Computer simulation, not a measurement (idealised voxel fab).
process module | voxel tone inversion
The cross-section on display is named cut; it measures 145 nm wide, and its cells are 5 nm squares.
We lay out every cross-section as a grid of square cells and spell it out in bands from the top down, where one band means one or more rows of cells. Each band's line starts with the height of the band's top and of its bottom, in nm. Then come its materials from left to right, each with its width in nm. One material with "everywhere" fills the band from edge to edge. "empty" is empty space. For the purposes of this specification, 0 denotes the height below which the wafer in its as-received condition is composed wholly of one material, and the lowermost band, lacking a lower limit, extends downward without end, as expressed in "0..down". Think of "30->40" as a width that walks from the first number to the second as you go down the band, top row to bottom row, taking equal-sized steps from row to row. "stayed the same" (step): cross-section cells unchanged, all of them. Voids not open to the top, 8 cells minimum: see "Unvented voids". Written width x height at distance; distance is from the left edge; nm. Where a step's line continues beyond its settings, the continuation is a remark by the simulator itself on that step. For masked steps, "overlay nm" on the step line gives how far right of plan the mask actually lay; a minus sign means it lay to the left.

So here's the lineup of process steps we planned
1 RECEIVE (material Si)
2 CONFORMAL_DEP (material SiCN; thk nm 10)
3 DIRECTIONAL_DEP (material polySi; thk nm 15)
4 PATTERN (tone cover; mask id POSTS; material resist; width nm 20; pitch nm 40; thk nm 25; overlay nm 0)
5 DIRECTIONAL_ETCH (etch materials polySi; depth nm 15)
6 STRIP (etch materials resist)
7 FILL_DEP (material lowk; thk nm 5)
8 CMP (height nm 25)
9 STRIP (etch materials polySi)
10 CONFORMAL_DEP (material TiN; thk nm 5)
11 FILL_DEP (material Cu; thk nm 10)
12 CMP (height nm 25)
13 CONFORMAL_DEP (material SiN; thk nm 5)

The cross-section here shows the wafer as received, i.e. in its state after step 1
	0..down = Si everywhere
	Unvented voids: none

The first of the two wafers as seen in cross-section once the module was finished; processing followed the plan
	30..25 = SiN everywhere
	25..15 = lowk: 20 | TiN: 5 | Cu: 10 | TiN: 5 | lowk: 20 | TiN: 5 | Cu: 10 | TiN: 5 | lowk: 20 | TiN: 5 | Cu: 10 | TiN: 5 | lowk: 25
	15..10 = lowk: 20 | TiN: 20 | lowk: 20 | TiN: 20 | lowk: 20 | TiN: 20 | lowk: 25
	10..0 = SiCN everywhere
	0..down = Si everywhere
	Unvented voids: none

This cross-section belongs to the second wafer of two at the end of the module; the start and the plan were shared with the first, and the run included one mistake
	30..25 = SiN everywhere
	25..15 = lowk: 30 | TiN: 5 | Cu: 10 | TiN: 5 | lowk: 20 | TiN: 5 | Cu: 10 | TiN: 5 | lowk: 20 | TiN: 5 | Cu: 10 | TiN: 5 | lowk: 15
	15..10 = lowk: 30 | TiN: 20 | lowk: 20 | TiN: 20 | lowk: 20 | TiN: 20 | lowk: 15
	10..0 = SiCN everywhere
	0..down = Si everywhere
	Unvented voids: none
Deviation from plan: step 4 changed vs plan, executed as PATTERN (tone cover; mask id POSTS; material resist; width nm 20; pitch nm 40; thk nm 25; overlay nm 10)
End check, second vs first wafer: material counts in cells match, positions do not.
